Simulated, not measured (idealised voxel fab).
Process module name: voxel wiring stack
Each square cell in cross-section cut measures 5 nm, and the section as a whole is 280 nm wide.
The cross-sections in this document take the form of a grid made of square cells. They are written out as bands, in order from top to bottom. Each band consists of one or more rows of cells. A band entry consists of two parts. The first gives the height of the band's top and the height of its bottom, in nm. The rest lists the band's materials from left to right, each with its width in nm. A single material labelled with the word "all across" fills the band from edge to edge, and the word "air" marks empty space. Heads up on the height convention: 0 is the point under which the incoming wafer is all one material, and the lowest band has no bottom, it just keeps going down, like "top 0, no bottom". Width: "30->40" (first number = top row, second number = bottom row, same change from row to row of cells). Given "nothing different" for a step, no cell of the cross-section differs between before and after that step. In the "Sealed cavities" entry, you get each enclosed empty space of 8 cells or more, one with no open way to the top, written width x height at distance, distance from the left edge, in nm. Where a step's line continues beyond its settings, the continuation is a remark by the simulator itself on that step. What "overlay nm" on a step's line means: if the step has a mask, that mask lay this far to the right of its planned place, or, when the value is negative, to the left.
Process steps (planned):
1,RECEIVE: material Si
2,CONFORMAL_DEP: material SiO2, thk nm 10
3,CONFORMAL_DEP: material SiN, thk nm 5
4,DIRECTIONAL_DEP: material lowk, thk nm 25
5,PATTERN: tone open, mask id METAL_1, material resist, width nm 25, pitch nm 40, thk nm 20, overlay nm 0
6,DIRECTIONAL_ETCH: etch materials lowk, depth nm 25
7,DIRECTIONAL_ETCH: etch materials SiN, depth nm 5
8,STRIP: etch materials resist
9,CONFORMAL_DEP: material TiN, thk nm 5
10,FILL_DEP: material W, thk nm 5
11,CMP: height nm 40
12,CONFORMAL_DEP: material SiCN, thk nm 5
13,DIRECTIONAL_DEP: material SiO2, thk nm 30
14,PATTERN: tone open, mask id METAL_2_HOLES, material resist, width nm 15, pitch nm 40, thk nm 20, overlay nm 0
15,DIRECTIONAL_ETCH: etch materials SiO2, depth nm 30
16,STRIP: etch materials resist
17,DIRECTIONAL_DEP: material aC, thk nm 15
18,PATTERN: tone open, mask id METAL_2, material resist, width nm 25, pitch nm 40, thk nm 30, overlay nm 0
19,DIRECTIONAL_ETCH: etch materials aC, depth nm 15
20,STRIP: etch materials resist
21,DIRECTIONAL_ETCH: etch materials SiO2, depth nm 15
22,DIRECTIONAL_ETCH: etch materials SiCN, depth nm 5
23,STRIP: etch materials aC
24,CONFORMAL_DEP: material TiN, thk nm 5
25,FILL_DEP: material Cu, thk nm 10
26,CMP: height nm 75
27,CONFORMAL_DEP: material SiCN, thk nm 5
28,DIRECTIONAL_DEP: material lowk, thk nm 25
29,PATTERN: tone open, mask id METAL_3_HOLES, material resist, width nm 15, pitch nm 40, thk nm 20, overlay nm 0
30,DIRECTIONAL_ETCH: etch materials lowk, depth nm 25
31,STRIP: etch materials resist
32,DIRECTIONAL_DEP: material aC, thk nm 10
33,PATTERN: tone open, mask id METAL_3, material resist, width nm 25, pitch nm 40, thk nm 30, overlay nm 0
34,DIRECTIONAL_ETCH: etch materials aC, depth nm 10
35,STRIP: etch materials resist
36,DIRECTIONAL_ETCH: etch materials lowk, depth nm 15
37,DIRECTIONAL_ETCH: etch materials SiCN, depth nm 5
38,STRIP: etch materials aC
39,CONFORMAL_DEP: material TiN, thk nm 5
40,FILL_DEP: material Cu, thk nm 10
41,CMP: height nm 105
42,CONFORMAL_DEP: material SiCN, thk nm 5
As received, after step 1:
> top 0, no bottom: Si all across
> Sealed cavities: none
Run as planned - first of the two wafers cross-sectioned at the end of the module:
> top 110, bottom 105: SiCN all across
> top 105, bottom 95: 65 nm lowk / 5 nm TiN / 15 nm Cu / 5 nm TiN / 15 nm lowk / 5 nm TiN / 15 nm Cu / 5 nm TiN / 15 nm lowk / 5 nm TiN / 15 nm Cu / 5 nm TiN / 15 nm lowk / 5 nm TiN / 15 nm Cu / 5 nm TiN / 70 nm lowk
> top 95, bottom 90: 65 nm lowk / 5 nm TiN / 5 nm Cu / 15 nm TiN / 15 nm lowk / 5 nm TiN / 5 nm Cu / 15 nm TiN / 15 nm lowk / 5 nm TiN / 5 nm Cu / 15 nm TiN / 15 nm lowk / 5 nm TiN / 5 nm Cu / 15 nm TiN / 70 nm lowk
> top 90, bottom 80: 65 nm lowk / 5 nm TiN / 5 nm Cu / 5 nm TiN / 25 nm lowk / 5 nm TiN / 5 nm Cu / 5 nm TiN / 25 nm lowk / 5 nm TiN / 5 nm Cu / 5 nm TiN / 25 nm lowk / 5 nm TiN / 5 nm Cu / 5 nm TiN / 80 nm lowk
> top 80, bottom 75: 65 nm SiCN / 15 nm TiN / 25 nm SiCN / 15 nm TiN / 25 nm SiCN / 15 nm TiN / 25 nm SiCN / 15 nm TiN / 80 nm SiCN
> top 75, bottom 65: 65 nm SiO2 / 5 nm TiN / 15 nm Cu / 5 nm TiN / 15 nm SiO2 / 5 nm TiN / 15 nm Cu / 5 nm TiN / 15 nm SiO2 / 5 nm TiN / 15 nm Cu / 5 nm TiN / 15 nm SiO2 / 5 nm TiN / 15 nm Cu / 5 nm TiN / 70 nm SiO2
> top 65, bottom 60: 65 nm SiO2 / 5 nm TiN / 5 nm Cu / 15 nm TiN / 15 nm SiO2 / 5 nm TiN / 5 nm Cu / 15 nm TiN / 15 nm SiO2 / 5 nm TiN / 5 nm Cu / 15 nm TiN / 15 nm SiO2 / 5 nm TiN / 5 nm Cu / 15 nm TiN / 70 nm SiO2
> top 60, bottom 45: 65 nm SiO2 / 5 nm TiN / 5 nm Cu / 5 nm TiN / 25 nm SiO2 / 5 nm TiN / 5 nm Cu / 5 nm TiN / 25 nm SiO2 / 5 nm TiN / 5 nm Cu / 5 nm TiN / 25 nm SiO2 / 5 nm TiN / 5 nm Cu / 5 nm TiN / 80 nm SiO2
> top 45, bottom 40: 65 nm SiCN / 15 nm TiN / 25 nm SiCN / 15 nm TiN / 25 nm SiCN / 15 nm TiN / 25 nm SiCN / 15 nm TiN / 80 nm SiCN
> top 40, bottom 15: 65 nm lowk / 5 nm TiN / 15 nm W / 5 nm TiN / 15 nm lowk / 5 nm TiN / 15 nm W / 5 nm TiN / 15 nm lowk / 5 nm TiN / 15 nm W / 5 nm TiN / 15 nm lowk / 5 nm TiN / 15 nm W / 5 nm TiN / 70 nm lowk
> top 15, bottom 10: 65 nm SiN / 25 nm TiN / 15 nm SiN / 25 nm TiN / 15 nm SiN / 25 nm TiN / 15 nm SiN / 25 nm TiN / 70 nm SiN
> top 10, bottom 0: SiO2 all across
> top 0, no bottom: Si all across
> Sealed cavities: none
Same start, same plan as the first wafer - but one mistake in the run. Cross-section of the second of the two at the end of the module:
> top 110, bottom 105: SiCN all across
> top 105, bottom 95: 65 nm lowk / 5 nm TiN / 5 nm Cu / 5 nm TiN / 25 nm lowk / 5 nm TiN / 5 nm Cu / 5 nm TiN / 25 nm lowk / 5 nm TiN / 5 nm Cu / 5 nm TiN / 25 nm lowk / 5 nm TiN / 5 nm Cu / 5 nm TiN / 80 nm lowk
> top 95, bottom 90: 65 nm SiCN / 15 nm TiN / 25 nm SiCN / 15 nm TiN / 25 nm SiCN / 15 nm TiN / 25 nm SiCN / 15 nm TiN / 80 nm SiCN
> top 90, bottom 80: Cu all across
> top 80, bottom 75: 70 nm TiN / 15 nm Cu / 25 nm TiN / 15 nm Cu / 25 nm TiN / 15 nm Cu / 25 nm TiN / 15 nm Cu / 75 nm TiN
> top 75, bottom 65: 65 nm SiO2 / 5 nm TiN / 15 nm Cu / 5 nm TiN / 15 nm SiO2 / 5 nm TiN / 15 nm Cu / 5 nm TiN / 15 nm SiO2 / 5 nm TiN / 15 nm Cu / 5 nm TiN / 15 nm SiO2 / 5 nm TiN / 15 nm Cu / 5 nm TiN / 70 nm SiO2
> top 65, bottom 60: 65 nm SiO2 / 5 nm TiN / 5 nm Cu / 15 nm TiN / 15 nm SiO2 / 5 nm TiN / 5 nm Cu / 15 nm TiN / 15 nm SiO2 / 5 nm TiN / 5 nm Cu / 15 nm TiN / 15 nm SiO2 / 5 nm TiN / 5 nm Cu / 15 nm TiN / 70 nm SiO2
> top 60, bottom 45: 65 nm SiO2 / 5 nm TiN / 5 nm Cu / 5 nm TiN / 25 nm SiO2 / 5 nm TiN / 5 nm Cu / 5 nm TiN / 25 nm SiO2 / 5 nm TiN / 5 nm Cu / 5 nm TiN / 25 nm SiO2 / 5 nm TiN / 5 nm Cu / 5 nm TiN / 80 nm SiO2
> top 45, bottom 40: 65 nm SiCN / 15 nm TiN / 25 nm SiCN / 15 nm TiN / 25 nm SiCN / 15 nm TiN / 25 nm SiCN / 15 nm TiN / 80 nm SiCN
> top 40, bottom 15: 65 nm lowk / 5 nm TiN / 15 nm W / 5 nm TiN / 15 nm lowk / 5 nm TiN / 15 nm W / 5 nm TiN / 15 nm lowk / 5 nm TiN / 15 nm W / 5 nm TiN / 15 nm lowk / 5 nm TiN / 15 nm W / 5 nm TiN / 70 nm lowk
> top 15, bottom 10: 65 nm SiN / 25 nm TiN / 15 nm SiN / 25 nm TiN / 15 nm SiN / 25 nm TiN / 15 nm SiN / 25 nm TiN / 70 nm SiN
> top 10, bottom 0: SiO2 all across
> top 0, no bottom: Si all across
> Sealed cavities: none
Want to know what went wrong? step 26 of the plan was bypassed and not carried out
Counted in cells at the end, the second wafer holds more or fewer of these materials than the first: 96 more of Cu; 12 more of TiN; 108 fewer of lowk
